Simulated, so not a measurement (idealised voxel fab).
Proc. module: voxel quadruple lines
This is section cut - it's 285 nm across, gridded in 5 nm square cells.
If you're reading a cross-section in this doc, picture square cells in a grid; it comes to you as bands, top ones listed first down to the bottom, and a band can be one or more rows of cells.
Band: top height; bottom height; in nm. Then, left to right: material with width in nm, for each material. "everywhere": a single material spanning edge to edge. "empty": empty space.
Beneath 0, the wafer as received is one material, and that level is where height counting begins. The lowest band goes on downward without a bottom; it is written like "0 -> down".
It should be noted that a width expressed as "30 to 40" varies in equal increments from row to row of cells within the band, taking the value of the first number at the top row and that of the second number at the bottom row.
"no alterations made", as given for a step, is the statement that not any cell of the cross-section underwent a change during that step.
Look at "Closed voids list" for the closed voids: empty spaces with no open path to the top, sized 8 cells or up. Each is width x height at distance, distance from the left edge, all nm.
That trailing text on a step's line, after the settings, is the simulator's own remark on the step.
The setting "overlay nm" may be written on the line of a step. When the step uses a mask, the value reports how far to the right of the planned place the mask lay, and a negative value reports that it lay to the left.

# Planned process steps
1) RECEIVE,material Si
2) CONFORMAL_DEP,material Al2O3,thk nm 5
3) DIRECTIONAL_DEP,material W,thk nm 15
4) DIRECTIONAL_DEP,material polySi,thk nm 20
5) DIRECTIONAL_DEP,material aC,thk nm 25
6) PATTERN,tone cover,mask id MANDREL,material resist,width nm 30,thk nm 30,overlay nm 0
7) DIRECTIONAL_ETCH,etch materials aC,depth nm 25
8) STRIP,etch materials resist
9) CONFORMAL_DEP,material SiO2,thk nm 10
10) DIRECTIONAL_ETCH,etch materials SiO2,depth nm 10
11) STRIP,etch materials aC
12) DIRECTIONAL_ETCH,etch materials polySi,depth nm 20
13) STRIP,etch materials SiO2
14) CONFORMAL_DEP,material SiN,thk nm 10
15) DIRECTIONAL_ETCH,etch materials SiN,depth nm 10
16) STRIP,etch materials polySi
17) DIRECTIONAL_ETCH,etch materials W,depth nm 15
18) STRIP,etch materials SiN
19) FILL_DEP,material lowk,thk nm 5
20) CMP,height nm 20

# Delivered wafer in cross-section: state after step 1
  0 -> down: Si everywhere
  Closed voids list: none

# Final wafer profile in cross-section after the module, from the same start and plan as above, with one mistake made during processing
  20 -> 15: lowk everywhere
  15 -> 0: 105 of lowk  10 of W  10 of lowk  10 of W  10 of lowk  10 of W  10 of lowk  10 of W  110 of lowk
  0 -> down: Si everywhere
  Closed voids list: none
What was the processing mistake? skipped: plan step 2 (never run)
